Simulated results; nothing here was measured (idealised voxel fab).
process module | voxel wiring stack
The cross-section on display is named cut; it measures 180 nm wide, and its cells are 5 nm squares.
Square cells in a grid make up a cross-section in this document, and the grid is given as bands, listed from the top down, each one or more rows of cells. Top height, bottom height, nm. Materials left to right, width each, nm. Single material + "full width" = fills band edge to edge. "empty" = empty. All heights in this document are referenced to 0, defined as the level beneath which the wafer, as received, consists entirely of one material. The lowest band is not bounded below; it extends indefinitely downward and is written in the form "top 0, no bottom". Note: "30->40" means the width goes from the first number (top row of the band) to the second number (bottom row) in equal steps per row of cells. Basically "nothing different" means that step didn't change any cell in the cross-section. Empty spaces counting at least 8 cells and having no open way to the top are listed in "closed voids". The notation width x height at distance is used for each, the distance being from the left edge and all three values in nm. Formally, on a step line, whatever follows the settings is a remark that the simulator itself makes on the step. overlay nm, on a step with a mask: how far to the right of its planned place the mask lay; to the left if negative.
-- The process steps that were planned are listed below
1,RECEIVE, material Si
2,CONFORMAL_DEP, material SiO2, thk nm 10
3,DIRECTIONAL_DEP, material TiN, thk nm 5
4,DIRECTIONAL_DEP, material W, thk nm 15
5,DIRECTIONAL_DEP, material aC, thk nm 15
6,PATTERN, tone cover, mask id METAL_1, material resist, width nm 20, pitch nm 45, thk nm 30, overlay nm 0
7,DIRECTIONAL_ETCH, etch materials aC, depth nm 15
8,STRIP, etch materials resist
9,DIRECTIONAL_ETCH, etch materials W, depth nm 15
10,DIRECTIONAL_ETCH, etch materials TiN, depth nm 5
11,STRIP, etch materials aC
12,FILL_DEP, material SiO2, thk nm 10
13,CMP, height nm 30
14,CONFORMAL_DEP, material SiCN, thk nm 5
15,DIRECTIONAL_DEP, material lowk, thk nm 35
16,DIRECTIONAL_DEP, material aC, thk nm 15
17,PATTERN, tone open, mask id METAL_2_HOLES, material resist, width nm 15, thk nm 35, overlay nm 0
18,DIRECTIONAL_ETCH, etch materials aC, depth nm 15
19,STRIP, etch materials resist
20,DIRECTIONAL_ETCH, etch materials lowk, depth nm 35
21,STRIP, etch materials aC
22,DIRECTIONAL_DEP, material aC, thk nm 15
23,PATTERN, tone open, mask id METAL_2, material resist, width nm 20, pitch nm 45, thk nm 30, overlay nm 0
24,DIRECTIONAL_ETCH, etch materials aC, depth nm 15
25,STRIP, etch materials resist
26,DIRECTIONAL_ETCH, etch materials lowk, depth nm 20
27,DIRECTIONAL_ETCH, etch materials SiCN, depth nm 5
28,STRIP, etch materials aC
29,CONFORMAL_DEP, material TiN, thk nm 5
30,FILL_DEP, material Cu, thk nm 5
31,CMP, height nm 70
32,CONFORMAL_DEP, material SiN, thk nm 5
-- Cross-sectional view of the wafer in its as-received condition, corresponding to the state after step 1
    top 0, no bottom  Si full width
    closed voids: none
-- Cross-section at module end, one run error; start and plan unchanged from above
    top 75, bottom 70  SiN full width
    top 70, bottom 55  lowk (55)  TiN (5)  Cu (15)  TiN (5)  lowk (20)  TiN (5)  Cu (10)  TiN (5)  lowk (60)
    top 55, bottom 50  lowk (55)  TiN (15)  Cu (5)  TiN (5)  lowk (20)  TiN (20)  lowk (60)
    top 50, bottom 40  lowk (65)  TiN (5)  Cu (5)  TiN (5)  lowk (100)
    top 40, bottom 35  lowk (65)  TiN (15)  lowk (100)
    top 35, bottom 30  SiCN (65)  TiN (10)  SiCN (105)
    top 30, bottom 15  SiO2 (55)  W (20)  SiO2 (25)  W (20)  SiO2 (60)
    top 15, bottom 10  SiO2 (55)  TiN (20)  SiO2 (25)  TiN (20)  SiO2 (60)
    top 10, bottom 0  SiO2 full width
    top 0, no bottom  Si full width
    closed voids: none
Want to know what went wrong? step 17: run off-plan, actual operation and settings PATTERN, tone open, mask id METAL_2_HOLES, material resist, width nm 15, thk nm 35, overlay nm 10
